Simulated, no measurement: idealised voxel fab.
voxel capacitor over wiring: a process module
Section cut is 230 nm wide and gridded with 5 nm square cells.
If you're reading a cross-section in this doc, picture square cells in a grid; it comes to you as bands, top ones listed first down to the bottom, and a band can be one or more rows of cells.
The entry gives the band's vertical extent as a top height and a bottom height in nm, then its horizontal make-up as materials from left to right, each with a width in nm. "air" stands for empty space; a single material marked "full width" fills the band edge to edge.
Heads up on the height convention: 0 is the point under which the incoming wafer is all one material, and the lowest band has no bottom, it just keeps going down, like "from 0 down".
Read "30..40" as a graded width: first number on top, second number at the bottom, same change between each pair of neighbouring rows.
Reading "no change" for a step: not a cell of the cross-section changed in it.
You'll see "Trapped void list" listing empty spaces that have no way open to the top, as long as they're 8 cells or more; the notation is width x height at distance, where the distance is from the left edge, and all of it is in nm.
The remark found on a step's line after its settings is issued by the simulator itself and pertains to that step.
overlay nm, on a step with a mask: how far to the right of its planned place the mask lay; to the left if negative

# Set out below are the planned steps of the process
1: RECEIVE (material Si)
2: CONFORMAL_DEP (material SiO2; thk nm 15)
3: CONFORMAL_DEP (material SiCN; thk nm 5)
4: DIRECTIONAL_DEP (material lowk; thk nm 15)
5: PATTERN (tone open; mask id METAL_1; material resist; width nm 25; pitch nm 75; thk nm 15; overlay nm 0)
6: DIRECTIONAL_ETCH (etch materials lowk; depth nm 15)
7: DIRECTIONAL_ETCH (etch materials SiCN; depth nm 5)
8: STRIP (etch materials resist)
9: CONFORMAL_DEP (material TiN; thk nm 5)
10: FILL_DEP (material Ru; thk nm 5)
11: CMP (height nm 35)
12: EPI (material Ru; thk nm 5)
13: FILL_DEP (material SiCN; thk nm 5)
14: DIRECTIONAL_DEP (material SiO2; thk nm 20)
15: DIRECTIONAL_DEP (material aC; thk nm 10)
16: PATTERN (tone open; mask id PLUG_1; material resist; width nm 15; thk nm 30; overlay nm 0)
17: DIRECTIONAL_ETCH (etch materials aC; depth nm 10)
18: STRIP (etch materials resist)
19: DIRECTIONAL_ETCH (etch materials SiO2; depth nm 20)
20: DIRECTIONAL_ETCH (etch materials SiCN; depth nm 5)
21: STRIP (etch materials aC)
22: CONFORMAL_DEP (material TiN; thk nm 5)
23: FILL_DEP (material W; thk nm 10)
24: CMP (height nm 65)
25: DIRECTIONAL_DEP (material TiN; thk nm 5)
26: DIRECTIONAL_DEP (material HfO2; thk nm 5)
27: DIRECTIONAL_DEP (material TiN; thk nm 5)
28: MASKED_ETCH (tone cover; mask id UPPER_PLATE; width nm 55; etch materials TiN; depth nm 5; overlay nm 0)
29: MASKED_ETCH (tone cover; mask id UPPER_PLATE; width nm 55; etch materials HfO2; depth nm 5; overlay nm 0)
30: MASKED_ETCH (tone cover; mask id LOWER_PLATE; width nm 65; etch materials TiN; depth nm 5; overlay nm 0)
31: FILL_DEP (material SiO2; thk nm 15)
32: CMP (height nm 90)
33: MASKED_ETCH (tone open; mask id PLUG_2; width nm 15; etch materials SiO2; depth nm 10; overlay nm 0)
34: CONFORMAL_DEP (material TiN; thk nm 5)
35: FILL_DEP (material Cu; thk nm 5)
36: CMP (height nm 90)
37: CONFORMAL_DEP (material SiN; thk nm 5)

# This is the cross-section of the wafer as we received it, i.e. after step 1
- from 0 down: Si full width
- Trapped void list: none

# Sectioned view, first of two wafers, at the close of the module, processed as intended in the plan
- from 95 to 90: SiN full width
- from 90 to 85: 85 SiO2  5 TiN  5 Cu  5 TiN  130 SiO2
- from 85 to 75: 85..75 SiO2  15..55 TiN  130..100 SiO2
- from 75 to 70: 75 SiO2  55 HfO2  100 SiO2
- from 70 to 65: 70 SiO2  65 TiN  95 SiO2
- from 65 to 45: 75 SiO2  5 TiN  5 W  5 TiN  140 SiO2
- from 45 to 40: 75 SiCN  15 TiN  140 SiCN
- from 40 to 35: 60 SiCN  35 Ru  40 SiCN  35 Ru  60 SiCN
- from 35 to 20: 65 lowk  5 TiN  15 Ru  5 TiN  50 lowk  5 TiN  15 Ru  5 TiN  65 lowk
- from 20 to 15: 65 SiCN  25 TiN  50 SiCN  25 TiN  65 SiCN
- from 15 to 0: SiO2 full width
- from 0 down: Si full width
- Trapped void list: none

# second wafer at the end: like start, like plan, one mistake
- from 95 to 90: SiN full width
- from 90 to 85: 85 SiO2  5 TiN  5 Cu  5 TiN  130 SiO2
- from 85 to 75: 85..75 SiO2  15..55 TiN  130..100 SiO2
- from 75 to 70: 75 SiO2  55 HfO2  100 SiO2
- from 70 to 65: 70 SiO2  65 TiN  95 SiO2
- from 65 to 45: 75 SiO2  5 TiN  5 W  5 TiN  140 SiO2
- from 45 to 40: 75 SiCN  15 TiN  140 SiCN
- from 40 to 35: 60 SiCN  40 Ru  35 SiCN  40 Ru  55 SiCN
- from 35 to 20: 65 lowk  5 TiN  20 Ru  5 TiN  45 lowk  5 TiN  20 Ru  5 TiN  60 lowk
- from 20 to 15: 65 SiCN  30 TiN  45 SiCN  30 TiN  60 SiCN
- from 15 to 0: SiO2 full width
- from 0 down: Si full width
- Trapped void list: none
So what did we get wrong on this run? off-plan run, step 5, actual operation and settings PATTERN (tone open; mask id METAL_1; material resist; width nm 30; pitch nm 75; thk nm 15; overlay nm 0)
Final tally in cells, some materials are higher or lower on the second wafer than on the first: Ru +8 | SiCN -4 | TiN +2 | lowk -6
